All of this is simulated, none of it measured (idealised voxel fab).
This section sets out a process module, namely voxel spacer lines.
FYI the section here is cut, 300 nm wide, cells are 5 nm squares.
A cross-section is written here as square cells arranged in a grid, and it is given in bands from the top down, each band taking up one or more rows of cells.
Band: top height; bottom height; in nm. Then, left to right: material with width in nm, for each material. "everywhere": a single material spanning edge to edge. "empty": empty space.
For the purposes of this specification, 0 denotes the height below which the wafer in its as-received condition is composed wholly of one material, and the lowermost band, lacking a lower limit, extends downward without end, as expressed in "z 0 and below".
The expression "30->40" gives the width at the extremes of the band, the first number at its top row of cells and the second at its bottom row, with the width changing by equal amounts from each row to the next in between.
Step marked "remained unchanged"? Then no cell in the cross-section changed in it.
Under "Closed void roster" you'll find the enclosed gaps, the ones with no way out to the top, that are 8 cells or bigger; each reads width x height at distance, with distance counted from the left edge, everything in nm.
That trailing text on a step's line, after the settings, is the simulator's own remark on the step.
Steps that use a mask can have "overlay nm" on their line. It says how far the mask sat to the right of where it was meant to be. Negative means to the left.
THE STEPS PLANNED FOR THE PROCESS ARE AS FOLLOWS
1) RECEIVE with material Si
2) CONFORMAL_DEP with material Al2O3, thk nm 10
3) DIRECTIONAL_DEP with material TiN, thk nm 15
4) DIRECTIONAL_DEP with material aC, thk nm 30
5) PATTERN with tone cover, mask id MANDREL, material resist, width nm 20, pitch nm 60, thk nm 35, overlay nm 0
6) DIRECTIONAL_ETCH with etch materials aC, depth nm 30
7) STRIP with etch materials resist
8) CONFORMAL_DEP with material SiO2, thk nm 10
9) DIRECTIONAL_ETCH with etch materials SiO2, depth nm 10
10) STRIP with etch materials aC
11) DIRECTIONAL_ETCH with etch materials TiN, depth nm 15
12) STRIP with etch materials SiO2
CROSS-SECTION OF THE WAFER AT RECEIPT, WHICH IS THE CONDITION AFTER STEP 1
> z 0 and below | Si everywhere
> Closed void roster: none
RESULT OF THE MODULE, CROSS-SECTIONED: START PER ABOVE, PLAN PER ABOVE, ONE ERROR IN HOW IT WAS RUN
> z 25 to 10 | empty=65 / TiN=10 / empty=30 / TiN=10 / empty=10 / TiN=10 / empty=30 / TiN=10 / empty=10 / TiN=10 / empty=30 / TiN=10 / empty=65
> z 10 to 0 | Al2O3 everywhere
> z 0 and below | Si everywhere
> Closed void roster: none
It is concluded that the wafer was processed incorrectly with respect to the plan, in that rather than as planned, step 5 actually ran as PATTERN with tone cover, mask id MANDREL, material resist, width nm 30, pitch nm 60, thk nm 35, overlay nm 0
